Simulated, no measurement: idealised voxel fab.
process module | voxel ribs on slabs
cross-section cut | 255 nm wide | cells 5 nm
A cross-section is a grid of square cells, given in bands from the top down. A band is one or more rows of cells.
Each band's line starts with the height of the band's top and of its bottom, in nm. Then come its materials from left to right, each with its width in nm. One material with "throughout" fills the band from edge to edge. "air" is empty space.
Height 0 is the level under which the wafer as received is all one material. The lowest band goes on downwards, as in "0 down".
A width such as "30 to 40" changes by the same amount from each row of cells to the next, from the band's top row to its bottom row.
"no change" after a step means that no cell of the cross-section changed.
closed voids: empty space of 8 cells or more with no open way to the top, each as width x height at its distance from the left edge, in nm
after a step's settings: what the simulator itself notes on the step
overlay nm, on a step with a mask: how far to the right of its planned place the mask lay; to the left if negative
plan
1 op RECEIVE | material Si
2 op DIRECTIONAL_DEP | material SiO2 | thk nm 30
3 op DIRECTIONAL_DEP | material polySi | thk nm 15
4 op MASKED_ETCH | tone cover | mask id RIB | width nm 20 | etch materials polySi | depth nm 10 | overlay nm 0
5 op DIRECTIONAL_DEP | material aC | thk nm 10
6 op PATTERN | tone cover | mask id SLAB | material resist | width nm 80 | thk nm 25 | overlay nm 0
7 op DIRECTIONAL_ETCH | etch materials aC | depth nm 10
8 op STRIP | etch materials resist
9 op DIRECTIONAL_ETCH | etch materials polySi | depth nm 5
10 op STRIP | etch materials aC
11 op FILL_DEP | material SiO2 | thk nm 20
12 op CMP | height nm 60
13 op DIRECTIONAL_DEP | material W | thk nm 10
14 op DIRECTIONAL_DEP | material aC | thk nm 15
15 op PATTERN | tone cover | mask id HEATER | material resist | width nm 30 | thk nm 30 | overlay nm 0
16 op DIRECTIONAL_ETCH | etch materials aC | depth nm 15
17 op STRIP | etch materials resist
18 op DIRECTIONAL_ETCH | etch materials W | depth nm 10
19 op STRIP | etch materials aC
20 op CONFORMAL_DEP | material SiO2 | thk nm 10
first wafer, as planned
as received, after step 1
  0 down: Si throughout
  closed voids: none
after step 2
  30 to 0: SiO2 throughout
  below 0: unchanged
after step 3
  45 to 30: polySi throughout
  below 30: unchanged
after step 4
  45 to 35: air 115 | polySi 20 | air 120
  below 35: unchanged
after step 5
  55 to 45: air 115 | aC 20 | air 120
  45 to 35: aC 115 | polySi 20 | aC 120
  below 35: unchanged
after step 6
  80 to 55: air 85 | resist 80 | air 90
  55 to 45: air 85 | resist 30 | aC 20 | resist 30 | air 90
  below 45: unchanged
after step 7
  70 to 55: air 85 | resist 80 | air 90
  55 to 45: air 85 | resist 30 | aC 20 | resist 30 | air 90
  45 to 35: air 85 | aC 30 | polySi 20 | aC 30 | air 90
  below 35: unchanged
after step 8
  55 to 45: air 115 | aC 20 | air 120
  below 45: unchanged
after step 9
  55 to 45: air 115 | aC 20 | air 120
  45 to 35: air 85 | aC 30 | polySi 20 | aC 30 | air 90
  35 to 30: air 85 | polySi 80 | air 90
  below 30: unchanged
after step 10
  45 to 35: air 115 | polySi 20 | air 120
  below 35: unchanged
after step 11
  65 to 45: SiO2 throughout
  45 to 35: SiO2 115 | polySi 20 | SiO2 120
  35 to 30: SiO2 85 | polySi 80 | SiO2 90
  below 30: unchanged
after step 12
  60 to 45: SiO2 throughout
  below 45: unchanged
after step 13
  70 to 60: W throughout
  below 60: unchanged
after step 14
  85 to 70: aC throughout
  below 70: unchanged
after step 15
  115 to 85: air 110 | resist 30 | air 115
  below 85: unchanged
after step 16
  100 to 85: air 110 | resist 30 | air 115
  85 to 70: air 110 | aC 30 | air 115
  below 70: unchanged
after step 17
  85 to 70: air 110 | aC 30 | air 115
  below 70: unchanged
after step 18
  85 to 70: air 110 | aC 30 | air 115
  70 to 60: air 110 | W 30 | air 115
  below 60: unchanged
after step 19
  70 to 60: air 110 | W 30 | air 115
  below 60: unchanged
after step 20
  80 to 70: air 100 | SiO2 50 | air 105
  70 to 60: SiO2 110 | W 30 | SiO2 115
  below 60: unchanged
second wafer: like start, like plan, one mistake. Through step 2 it matches the first wafer
when step 3 should have ended
  60 to 30: polySi throughout
  below 30: unchanged
when step 4 should have ended
  60 to 50: air 115 | polySi 20 | air 120
  below 50: unchanged
when step 5 should have ended
  70 to 60: air 115 | aC 20 | air 120
  60 to 50: aC 115 | polySi 20 | aC 120
  below 50: unchanged
when step 6 should have ended
  95 to 70: air 85 | resist 80 | air 90
  70 to 60: air 85 | resist 30 | aC 20 | resist 30 | air 90
  below 60: unchanged
when step 7 should have ended
  85 to 70: air 85 | resist 80 | air 90
  70 to 60: air 85 | resist 30 | aC 20 | resist 30 | air 90
  60 to 50: air 85 | aC 30 | polySi 20 | aC 30 | air 90
  below 50: unchanged
when step 8 should have ended
  70 to 60: air 115 | aC 20 | air 120
  below 60: unchanged
when step 9 should have ended
  70 to 60: air 115 | aC 20 | air 120
  60 to 50: air 85 | aC 30 | polySi 20 | aC 30 | air 90
  50 to 45: air 85 | polySi 80 | air 90
  below 45: unchanged
when step 10 should have ended
  60 to 50: air 115 | polySi 20 | air 120
  below 50: unchanged
when step 11 should have ended
  80 to 60: SiO2 throughout
  60 to 50: SiO2 115 | polySi 20 | SiO2 120
  50 to 45: SiO2 85 | polySi 80 | SiO2 90
  below 45: unchanged
when step 12 should have ended
  60 to 50: SiO2 115 | polySi 20 | SiO2 120
  below 50: unchanged
when step 13 should have ended
  70 to 60: W throughout
  below 60: unchanged
when step 14 should have ended
  85 to 70: aC throughout
  below 70: unchanged
when step 15 should have ended
  115 to 85: air 110 | resist 30 | air 115
  below 85: unchanged
when step 16 should have ended
  100 to 85: air 110 | resist 30 | air 115
  85 to 70: air 110 | aC 30 | air 115
  below 70: unchanged
when step 17 should have ended
  85 to 70: air 110 | aC 30 | air 115
  below 70: unchanged
when step 18 should have ended
  85 to 70: air 110 | aC 30 | air 115
  70 to 60: air 110 | W 30 | air 115
  below 60: unchanged
when step 19 should have ended
  70 to 60: air 110 | W 30 | air 115
  below 60: unchanged
when step 20 should have ended
  80 to 70: air 100 | SiO2 50 | air 105
  70 to 60: SiO2 110 | W 30 | SiO2 115
  below 60: unchanged
what went wrong: step 3 was run twice
at the end the second wafer has, in cells: 153 fewer of SiO2 | 153 more of polySi
